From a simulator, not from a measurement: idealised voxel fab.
You're looking at the process module voxel transistor to metal.
FYI the section here is cut, 300 nm wide, cells are 5 nm squares.
If you're reading a cross-section in this doc, picture square cells in a grid; it comes to you as bands, top ones listed first down to the bottom, and a band can be one or more rows of cells.
It is stipulated that each band's entry specify, in nanometres, the height of the top of the band and then that of its bottom, followed by the materials of the band in left-to-right sequence, each together with its width in nanometres. A single material marked by the word "everywhere" is understood to fill the band from edge to edge; the word "blank" is understood to denote empty space.
Note: height 0 marks the level under which the wafer is uniformly one material as received. Lowest band unbounded below, written "from 0 down".
With a width like "30 to 40", each row of cells in the band differs from the next by the same amount, the top row carrying the first number and the bottom row the second.
Key: "remained unchanged" - step with no changed cell in the cross-section.
"Closed-off voids" lists enclosed empty spaces (at least 8 cells, no open path upward to the top), each as width x height at distance from the left edge, in nm.
If you see something after the settings on a step's line, that's the simulator's own remark about that step.
The optional step-line setting "overlay nm" applies to steps with a mask and quantifies how far to the right of its planned location the mask lay, a negative value indicating leftward placement.
Steps planned for the process
1. RECEIVE,material Si
2. OXIDIZE,depth nm 5
3. CONFORMAL_DEP,material SiN,thk nm 15
4. PATTERN,tone cover,mask id ACTIVE,material resist,width nm 95,pitch nm 115,thk nm 20,overlay nm 0
5. DIRECTIONAL_ETCH,etch materials SiN,depth nm 15
6. DIRECTIONAL_ETCH,etch materials SiO2,depth nm 5
7. DIRECTIONAL_ETCH,etch materials Si,depth nm 35
8. STRIP,etch materials resist
9. FILL_DEP,material SiO2,thk nm 15
10. CMP,height nm 15
11. SELECTIVE_ETCH,etch materials SiO2,depth nm 10
12. STRIP,etch materials SiN
13. SELECTIVE_ETCH,etch materials SiO2,depth nm 5
14. OXIDIZE,depth nm 5
15. DIRECTIONAL_DEP,material polySi,thk nm 20
16. DIRECTIONAL_DEP,material SiCN,thk nm 10
17. PATTERN,tone cover,mask id GATE,material resist,width nm 25,pitch nm 115,thk nm 15,overlay nm 0
18. DIRECTIONAL_ETCH,etch materials SiCN,depth nm 20
19. DIRECTIONAL_ETCH,etch materials polySi,depth nm 30
20. STRIP,etch materials resist
21. CONFORMAL_DEP,material SiN,thk nm 5
22. DIRECTIONAL_ETCH,etch materials SiN,depth nm 5
23. DIRECTIONAL_ETCH,etch materials SiO2,depth nm 5
24. EPI,material SiGe,thk nm 5
25. FILL_DEP,material SiO2,thk nm 10
26. CMP,height nm 15
27. STRIP,etch materials polySi
28. SELECTIVE_ETCH,etch materials SiO2,depth nm 5
29. CONFORMAL_DEP,material HfO2,thk nm 5
30. CONFORMAL_DEP,material TiN,thk nm 5
31. FILL_DEP,material W,thk nm 10
32. CMP,height nm 10
33. DIRECTIONAL_DEP,material SiO2,thk nm 10
34. DIRECTIONAL_DEP,material aC,thk nm 10
35. PATTERN,tone open,mask id CONTACT,material resist,width nm 15,thk nm 30,overlay nm 0
36. DIRECTIONAL_ETCH,etch materials aC,depth nm 10
37. STRIP,etch materials resist
38. DIRECTIONAL_ETCH,etch materials SiO2,depth nm 25
39. STRIP,etch materials aC
40. CONFORMAL_DEP,material TiN,thk nm 5
41. FILL_DEP,material Ru,thk nm 5
42. CMP,height nm 20
43. CONFORMAL_DEP,material SiN,thk nm 5
44. DIRECTIONAL_DEP,material SiO2,thk nm 25
45. MASKED_ETCH,tone open,mask id METAL_1,width nm 15,etch materials SiO2,depth nm 25,overlay nm 0
46. MASKED_ETCH,tone open,mask id METAL_1,width nm 15,etch materials SiN,depth nm 5,overlay nm 0
47. CONFORMAL_DEP,material TiN,thk nm 5
48. FILL_DEP,material Ru,thk nm 10
49. CMP,height nm 50
50. CONFORMAL_DEP,material SiCN,thk nm 5
51. DIRECTIONAL_DEP,material lowk,thk nm 30
52. DIRECTIONAL_DEP,material aC,thk nm 10
53. PATTERN,tone open,mask id METAL_2,material resist,width nm 15,pitch nm 115,thk nm 25,overlay nm 0
54. DIRECTIONAL_ETCH,etch materials aC,depth nm 10
55. STRIP,etch materials resist
56. DIRECTIONAL_ETCH,etch materials lowk,depth nm 20
57. STRIP,etch materials aC
58. DIRECTIONAL_DEP,material aC,thk nm 15
59. PATTERN,tone open,mask id METAL_2_HOLES,material resist,width nm 15,pitch nm 115,thk nm 30,overlay nm 0
60. DIRECTIONAL_ETCH,etch materials aC,depth nm 15
61. STRIP,etch materials resist
62. DIRECTIONAL_ETCH,etch materials lowk,depth nm 10
63. DIRECTIONAL_ETCH,etch materials SiCN,depth nm 5
64. STRIP,etch materials aC
65. CONFORMAL_DEP,material TiN,thk nm 5
66. FILL_DEP,material Ru,thk nm 10
67. CMP,height nm 85
68. CONFORMAL_DEP,material SiN,thk nm 5
Incoming wafer in cross-section (state: after step 1)
  from 0 down: Si everywhere
  Closed-off voids: none
The module was run from the start shown above using the plan shown above, but one mistake was made doing it; the resulting wafer cross-section is below
  from 90 to 85: SiN everywhere
  from 85 to 80: Ru everywhere
  from 80 to 75: 45 of Ru; 25 of TiN; 90 of Ru; 25 of TiN; 115 of Ru
  from 75 to 70: 45 of Ru; 5 of TiN; 15 of lowk; 5 of TiN; 90 of Ru; 5 of TiN; 15 of lowk; 5 of TiN; 115 of Ru
  from 70 to 65: 50 of TiN; 15 of lowk; 100 of TiN; 15 of lowk; 120 of TiN
  from 65 to 55: lowk everywhere
  from 55 to 50: SiCN everywhere
  from 50 to 25: 50 of SiO2; 5 of TiN; 5 of Ru; 5 of TiN; 55 of SiO2; 5 of TiN; 5 of Ru; 5 of TiN; 30 of SiO2; 5 of TiN; 5 of Ru; 5 of TiN; 55 of SiO2; 5 of TiN; 5 of Ru; 5 of TiN; 50 of SiO2
  from 25 to 20: 50 of SiN; 15 of TiN; 55 of SiN; 15 of TiN; 30 of SiN; 15 of TiN; 55 of SiN; 15 of TiN; 50 of SiN
  from 20 to 10: 50 of SiO2; 5 of TiN; 5 of Ru; 5 of TiN; 55 of SiO2; 5 of TiN; 5 of Ru; 5 of TiN; 30 of SiO2; 5 of TiN; 5 of Ru; 5 of TiN; 55 of SiO2; 5 of TiN; 5 of Ru; 5 of TiN; 50 of SiO2
  from 10 to 0: 50 of SiO2; 5 of TiN; 5 of Ru; 5 of TiN; 10 of SiO2; 5 of SiN; 5 of HfO2; 5 of TiN; 5 of W; 5 of TiN; 5 of HfO2; 5 of SiN; 10 of SiO2; 5 of TiN; 5 of Ru; 5 of TiN; 30 of SiO2; 5 of TiN; 5 of Ru; 5 of TiN; 10 of SiO2; 5 of SiN; 5 of HfO2; 5 of TiN; 5 of W; 5 of TiN; 5 of HfO2; 5 of SiN; 10 of SiO2; 5 of TiN; 5 of Ru; 5 of TiN; 50 of SiO2
  from 0 to -5: 40 of SiO2; 5 of SiN; 5 of SiO2; 15 of TiN; 10 of SiO2; 5 of SiN; 5 of HfO2; 15 of TiN; 5 of HfO2; 5 of SiN; 10 of SiO2; 15 of TiN; 5 of SiO2; 5 of SiN; 10 of SiO2; 5 of SiN; 5 of SiO2; 15 of TiN; 10 of SiO2; 5 of SiN; 5 of HfO2; 15 of TiN; 5 of HfO2; 5 of SiN; 10 of SiO2; 15 of TiN; 5 of SiO2; 5 of SiN; 40 of SiO2
  from -5 to -10: 45 of SiO2; 30 of SiGe; 35 of HfO2; 30 of SiGe; 20 of SiO2; 30 of SiGe; 35 of HfO2; 30 of SiGe; 45 of SiO2
  from -10 to -40: 45 of SiO2; 95 of Si; 20 of SiO2; 95 of Si; 45 of SiO2
  from -40 down: Si everywhere
  Closed-off voids: none
Where did the run depart from the plan? step 53 ran differently from the plan; actual operation with settings: PATTERN,tone cover,mask id METAL_2,material resist,width nm 15,pitch nm 115,thk nm 25,overlay nm 0
